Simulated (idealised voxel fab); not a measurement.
process module | voxel wiring stack
cross-section cut | 140 nm wide | cells 5 nm
A cross-section is a grid of square cells, given in bands from the top down. A band is one or more rows of cells.
Each band's line starts with the height of the band's top and of its bottom, in nm. Then come its materials from left to right, each with its width in nm. One material with "throughout" fills the band from edge to edge. "air" is empty space.
Height 0 is the level under which the wafer as received is all one material. The lowest band goes on downwards, as in "0 down".
A width such as "30 to 40" changes by the same amount from each row of cells to the next, from the band's top row to its bottom row.
"no change" after a step means that no cell of the cross-section changed.
closed voids: empty space of 8 cells or more with no open way to the top, each as width x height at its distance from the left edge, in nm
after a step's settings: what the simulator itself notes on the step
overlay nm, on a step with a mask: how far to the right of its planned place the mask lay; to the left if negative
plan
1 op RECEIVE | material Si
2 op CONFORMAL_DEP | material SiO2 | thk nm 10
3 op DIRECTIONAL_DEP | material TiN | thk nm 5
4 op DIRECTIONAL_DEP | material W | thk nm 20
5 op PATTERN | tone cover | mask id METAL_1 | material resist | width nm 25 | pitch nm 55 | thk nm 15 | overlay nm 0
6 op DIRECTIONAL_ETCH | etch materials W | depth nm 20
7 op DIRECTIONAL_ETCH | etch materials TiN | depth nm 5
8 op STRIP | etch materials resist
9 op CONFORMAL_DEP | material SiCN | thk nm 5
10 op FILL_DEP | material lowk | thk nm 5
11 op CMP | height nm 35
12 op CONFORMAL_DEP | material SiCN | thk nm 5
13 op DIRECTIONAL_DEP | material lowk | thk nm 20
14 op PATTERN | tone open | mask id PLUG_1 | material resist | width nm 15 | pitch nm 55 | thk nm 15 | overlay nm 0
15 op DIRECTIONAL_ETCH | etch materials lowk | depth nm 20
16 op DIRECTIONAL_ETCH | etch materials SiCN | depth nm 5
17 op STRIP | etch materials resist
18 op CONFORMAL_DEP | material TiN | thk nm 5
19 op FILL_DEP | material Cu | thk nm 5
20 op CMP | height nm 60
21 op DIRECTIONAL_DEP | material TiN | thk nm 5
22 op DIRECTIONAL_DEP | material Ru | thk nm 20
23 op PATTERN | tone cover | mask id METAL_2 | material resist | width nm 25 | pitch nm 55 | thk nm 20 | overlay nm 0
24 op DIRECTIONAL_ETCH | etch materials Ru | depth nm 20
25 op DIRECTIONAL_ETCH | etch materials TiN | depth nm 5
26 op STRIP | etch materials resist
27 op CONFORMAL_DEP | material SiCN | thk nm 5
28 op FILL_DEP | material SiO2 | thk nm 10
29 op CMP | height nm 85
30 op CONFORMAL_DEP | material SiCN | thk nm 5
31 op DIRECTIONAL_DEP | material lowk | thk nm 35
32 op DIRECTIONAL_DEP | material aC | thk nm 10
33 op PATTERN | tone open | mask id METAL_3_HOLES | material resist | width nm 15 | thk nm 25 | overlay nm 0
34 op DIRECTIONAL_ETCH | etch materials aC | depth nm 10
35 op STRIP | etch materials resist
36 op DIRECTIONAL_ETCH | etch materials lowk | depth nm 35
37 op STRIP | etch materials aC
38 op PATTERN | tone open | mask id METAL_3 | material resist | width nm 25 | pitch nm 55 | thk nm 15 | overlay nm 0
39 op DIRECTIONAL_ETCH | etch materials lowk | depth nm 20
40 op DIRECTIONAL_ETCH | etch materials SiCN | depth nm 5
41 op STRIP | etch materials resist
42 op CONFORMAL_DEP | material TiN | thk nm 5
43 op FILL_DEP | material Cu | thk nm 10
44 op CMP | height nm 125
45 op CONFORMAL_DEP | material SiCN | thk nm 5
as received, after step 1
  0 down: Si throughout
  closed voids: none
a wafer at the end: this start, this plan, one mistake
  130 to 125: SiCN throughout
  125 to 110: Cu 40 | TiN 5 | lowk 10 | TiN 5 | Cu 20 | TiN 5 | lowk 25 | TiN 5 | Cu 25
  110 to 105: TiN 35 | Cu 5 | TiN 5 | lowk 10 | TiN 30 | lowk 25 | TiN 30
  105 to 95: lowk 30 | TiN 5 | Cu 5 | TiN 5 | lowk 95
  95 to 90: lowk 30 | TiN 15 | lowk 95
  90 to 85: SiCN throughout
  85 to 65: SiO2 25 | SiCN 5 | Ru 25 | SiCN 5 | SiO2 20 | SiCN 5 | Ru 25 | SiCN 5 | SiO2 25
  65 to 60: SiCN 30 | TiN 25 | SiCN 30 | TiN 25 | SiCN 30
  60 to 40: lowk 30 | TiN 5 | Cu 5 | TiN 5 | lowk 40 | TiN 5 | Cu 5 | TiN 5 | lowk 40
  40 to 35: SiCN 30 | TiN 15 | SiCN 40 | TiN 15 | SiCN 40
  35 to 15: lowk 25 | SiCN 5 | W 25 | SiCN 5 | lowk 20 | SiCN 5 | W 25 | SiCN 5 | lowk 25
  15 to 10: SiCN 30 | TiN 25 | SiCN 30 | TiN 25 | SiCN 30
  10 to 0: SiO2 throughout
  0 down: Si throughout
  closed voids: none
what went wrong: step 38 ran as: op PATTERN | tone cover | mask id METAL_3 | material resist | width nm 25 | pitch nm 55 | thk nm 15 | overlay nm 0
